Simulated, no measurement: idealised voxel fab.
process module | voxel ribs on slabs
cross-section cut | 175 nm wide | cells 5 nm
A cross-section is a grid of square cells, given in bands from the top down. A band is one or more rows of cells.
Each band's line starts with the height of the band's top and of its bottom, in nm. Then come its materials from left to right, each with its width in nm. One material with "throughout" fills the band from edge to edge. "air" is empty space.
Height 0 is the level under which the wafer as received is all one material. The lowest band goes on downwards, as in "0 down".
A width such as "30 to 40" changes by the same amount from each row of cells to the next, from the band's top row to its bottom row.
"no change" after a step means that no cell of the cross-section changed.
closed voids: empty space of 8 cells or more with no open way to the top, each as width x height at its distance from the left edge, in nm
after a step's settings: what the simulator itself notes on the step
overlay nm, on a step with a mask: how far to the right of its planned place the mask lay; to the left if negative
plan
1 op RECEIVE | material Si
2 op DIRECTIONAL_DEP | material SiO2 | thk nm 30
3 op DIRECTIONAL_DEP | material polySi | thk nm 25
4 op MASKED_ETCH | tone cover | mask id RIB | width nm 25 | etch materials polySi | depth nm 15 | overlay nm 0
5 op MASKED_ETCH | tone cover | mask id SLAB | width nm 65 | etch materials polySi | depth nm 10 | overlay nm 0
6 op FILL_DEP | material SiO2 | thk nm 25
7 op CMP | height nm 70
8 op DIRECTIONAL_DEP | material W | thk nm 5
9 op MASKED_ETCH | tone cover | mask id HEATER | width nm 35 | etch materials W | depth nm 5 | overlay nm 0
10 op CONFORMAL_DEP | material SiN | thk nm 5
first wafer, as planned
as received, after step 1
  0 down: Si throughout
  closed voids: none
after step 2
  30 to 0: SiO2 throughout
  below 0: unchanged
after step 3
  55 to 30: polySi throughout
  below 30: unchanged
after step 4
  55 to 40: air 75 | polySi 25 | air 75
  below 40: unchanged
after step 5
  55 to 40: air 75 | polySi 25 | air 75
  40 to 30: air 55 | polySi 65 | air 55
  below 30: unchanged
after step 6
  80 to 55: SiO2 throughout
  55 to 40: SiO2 75 | polySi 25 | SiO2 75
  40 to 30: SiO2 55 | polySi 65 | SiO2 55
  below 30: unchanged
after step 7
  70 to 55: SiO2 throughout
  below 55: unchanged
after step 8
  75 to 70: W throughout
  below 70: unchanged
after step 9
  75 to 70: air 70 | W 35 | air 70
  below 70: unchanged
after step 10
  80 to 75: air 65 | SiN 45 | air 65
  75 to 70: SiN 70 | W 35 | SiN 70
  below 70: unchanged
second wafer: like start, like plan, one mistake. Through step 2 it matches the first wafer
when step 3 should have ended
  65 to 30: polySi throughout
  below 30: unchanged
when step 4 should have ended
  65 to 50: air 75 | polySi 25 | air 75
  below 50: unchanged
when step 5 should have ended
  65 to 50: air 75 | polySi 25 | air 75
  50 to 40: air 55 | polySi 65 | air 55
  below 40: unchanged
when step 6 should have ended
  90 to 65: SiO2 throughout
  65 to 50: SiO2 75 | polySi 25 | SiO2 75
  50 to 40: SiO2 55 | polySi 65 | SiO2 55
  below 40: unchanged
when step 7 should have ended
  70 to 65: SiO2 throughout
  below 65: unchanged
when step 8 should have ended
  75 to 70: W throughout
  below 70: unchanged
when step 9 should have ended
  75 to 70: air 70 | W 35 | air 70
  below 70: unchanged
when step 10 should have ended
  80 to 75: air 65 | SiN 45 | air 65
  75 to 70: SiN 70 | W 35 | SiN 70
  below 70: unchanged
what went wrong: step 3 ran as: op DIRECTIONAL_DEP | material polySi | thk nm 35
at the end the second wafer has, in cells: 70 fewer of SiO2 | 70 more of polySi
